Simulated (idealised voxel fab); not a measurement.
The following process module bears the name voxel transistor to metal.
Xsec cut, 160 nm wide, square cell size 5 nm.
Cross-section, as written here: a square-cell grid given band by band from the top down, where a band holds one or more rows of cells. Within each band entry, the heights of the top and of the bottom of the band appear first, in that order and in nm; the materials of the band then follow from left to right, each with its corresponding width in nm. The designation "throughout" on a single material indicates that it fills the band from edge to edge; the designation "air" indicates empty space. Measure heights from 0. That's the level where, below it, the as-received wafer is all one material. The lowest band is bottomless and extends downward; write it as in "0..down". Width: "30 to 40" (first number = top row, second number = bottom row, same change from row to row of cells). Reading "no alteration" for a step: not a cell of the cross-section changed in it. Closed-off voids of 8+ cells (no open route to the top) go in "Completely sealed voids", written width x height at distance from the left edge, in nm. Past the settings on a step's line: simulator remark, on that step. For masked steps, "overlay nm" on the step line gives how far right of plan the mask actually lay; a minus sign means it lay to the left.
## Listed below are the process steps as planned
| 1 | RECEIVE, material Si |
| 2 | CONFORMAL_DEP, material SiO2, thk nm 5 |
| 3 | CONFORMAL_DEP, material SiN, thk nm 10 |
| 4 | MASKED_ETCH, tone cover, mask id ACTIVE, width nm 100, etch materials SiN, depth nm 10, overlay nm 0 |
| 5 | MASKED_ETCH, tone cover, mask id ACTIVE, width nm 100, etch materials SiO2, depth nm 5, overlay nm 0 |
| 6 | MASKED_ETCH, tone cover, mask id ACTIVE, width nm 100, etch materials Si, depth nm 20, overlay nm 0 |
| 7 | OXIDIZE, depth nm 5 |
| 8 | FILL_DEP, material SiO2, thk nm 5 |
| 9 | CMP, height nm 15 |
| 10 | SELECTIVE_ETCH, etch materials SiO2, depth nm 10 |
| 11 | STRIP, etch materials SiN |
| 12 | SELECTIVE_ETCH, etch materials SiO2, depth nm 5 |
| 13 | OXIDIZE, depth nm 5 |
| 14 | DIRECTIONAL_DEP, material polySi, thk nm 20 |
| 15 | DIRECTIONAL_DEP, material SiCN, thk nm 10 |
| 16 | DIRECTIONAL_DEP, material aC, thk nm 15 |
| 17 | PATTERN, tone cover, mask id GATE, material resist, width nm 30, thk nm 30, overlay nm 0 |
| 18 | DIRECTIONAL_ETCH, etch materials aC, depth nm 15 |
| 19 | STRIP, etch materials resist |
| 20 | DIRECTIONAL_ETCH, etch materials SiCN, depth nm 20 |
| 21 | DIRECTIONAL_ETCH, etch materials polySi, depth nm 30 |
| 22 | STRIP, etch materials aC |
| 23 | CONFORMAL_DEP, material SiO2, thk nm 5 |
| 24 | DIRECTIONAL_ETCH, etch materials SiO2, depth nm 5 |
| 25 | CONFORMAL_DEP, material SiN, thk nm 10 |
| 26 | DIRECTIONAL_ETCH, etch materials SiN, depth nm 5 |
| 27 | DIRECTIONAL_ETCH, etch materials SiO2, depth nm 5 |
| 28 | DIRECTIONAL_ETCH, etch materials Si, depth nm 15 |
| 29 | EPI, material SiGe, thk nm 20 |
| 30 | FILL_DEP, material SiO2, thk nm 5 |
| 31 | CMP, height nm 20 |
| 32 | STRIP, etch materials polySi |
| 33 | SELECTIVE_ETCH, etch materials SiO2, depth nm 5 |
| 34 | CONFORMAL_DEP, material HfO2, thk nm 5 |
| 35 | CONFORMAL_DEP, material TiN, thk nm 5 |
| 36 | FILL_DEP, material W, thk nm 5 |
| 37 | CMP, height nm 15 |
| 38 | DIRECTIONAL_DEP, material SiO2, thk nm 15 |
| 39 | MASKED_ETCH, tone open, mask id CONTACT, width nm 15, pitch nm 75, etch materials SiO2, depth nm 15, overlay nm 0 |
| 40 | CONFORMAL_DEP, material TiN, thk nm 5 |
| 41 | FILL_DEP, material Ru, thk nm 10 |
| 42 | CMP, height nm 30 |
| 43 | DIRECTIONAL_DEP, material TiN, thk nm 5 |
| 44 | DIRECTIONAL_DEP, material W, thk nm 15 |
| 45 | DIRECTIONAL_DEP, material aC, thk nm 15 |
| 46 | PATTERN, tone cover, mask id METAL_1, material resist, width nm 15, pitch nm 75, thk nm 30, overlay nm 0 |
| 47 | DIRECTIONAL_ETCH, etch materials aC, depth nm 15 |
| 48 | STRIP, etch materials resist |
| 49 | DIRECTIONAL_ETCH, etch materials W, depth nm 15 |
| 50 | DIRECTIONAL_ETCH, etch materials TiN, depth nm 5 |
| 51 | STRIP, etch materials aC |
| 52 | FILL_DEP, material lowk, thk nm 10 |
| 53 | CMP, height nm 50 |
| 54 | CONFORMAL_DEP, material SiN, thk nm 5 |
The plan's step 26 depth nm is the first wafer's value; the wafers differ in this setting and start identical.
## First of several wafers, received after step 1, in cross-section
0..down: Si throughout
Completely sealed voids: none
## Post step 54, the closing step of the module: first of several wafers, cross-sectioned
55..50: SiN throughout
50..35: lowk=35; W=15; lowk=60; W=15; lowk=35
35..30: lowk=35; TiN=15; lowk=60; TiN=15; lowk=35
30..20: SiO2=35; TiN=5; Ru=5; TiN=5; SiO2=60; TiN=5; Ru=5; TiN=5; SiO2=35
20..15: SiO2=35; TiN=15; SiO2=60; TiN=15; SiO2=35
15..5: SiO2=50; SiN=10; HfO2=5; TiN=5; W=20; TiN=5; HfO2=5; SiN=10; SiO2=50
5..0: SiN=60; HfO2=5; TiN=30; HfO2=5; SiN=60
0..-5: SiO2=60; HfO2=40; SiO2=60
-5..-25: SiO2=35; Si=90; SiO2=35
-25..down: Si throughout
Completely sealed voids: none
## Here's the last wafer cross-sectioned at the end of the module
55..50: SiN throughout
50..35: lowk=35; W=15; lowk=60; W=15; lowk=35
35..30: lowk=35; TiN=15; lowk=60; TiN=15; lowk=35
30..20: SiO2=35; TiN=5; Ru=5; TiN=5; SiO2=60; TiN=5; Ru=5; TiN=5; SiO2=35
20..15: SiO2=35; TiN=15; SiO2=60; TiN=15; SiO2=35
15..5: SiO2=30; SiGe=20; SiN=10; HfO2=5; TiN=5; W=20; TiN=5; HfO2=5; SiN=10; SiGe=20; SiO2=30
5..0: SiO2=30; SiGe=20; SiN=10; HfO2=5; TiN=30; HfO2=5; SiN=10; SiGe=20; SiO2=30
0..-5: SiO2=30; SiGe=20; SiO2=10; HfO2=40; SiO2=10; SiGe=20; SiO2=30
-5..-20: SiO2=35; SiGe=15; Si=60; SiGe=15; SiO2=35
-20..-25: SiO2=35; Si=90; SiO2=35
-25..down: Si throughout
Completely sealed voids: none
## Every row in this table is a wafer at the end of the module, and it gives, for each of the materials, the cells that wafer has gained (+) or lost (-) since it was received, then its closed voids
depth nm 5, +14 HfO2, +4 Ru, -88 Si, +64 SiN, +198 SiO2, +30 TiN, +26 W, +104 lowk, Completely sealed voids: none
depth nm 10, +14 HfO2, +4 Ru, -106 Si, +50 SiGe, +44 SiN, +186 SiO2, +30 TiN, +26 W, +104 lowk, Completely sealed voids: none
depth nm 15, +14 HfO2, +4 Ru, -106 Si, +50 SiGe, +44 SiN, +186 SiO2, +30 TiN, +26 W, +104 lowk, Completely sealed voids: none
depth nm 20, +14 HfO2, +4 Ru, -106 Si, +50 SiGe, +44 SiN, +186 SiO2, +30 TiN, +26 W, +104 lowk, Completely sealed voids: none
depth nm 25, +14 HfO2, +4 Ru, -106 Si, +50 SiGe, +44 SiN, +186 SiO2, +30 TiN, +26 W, +104 lowk, Completely sealed voids: none
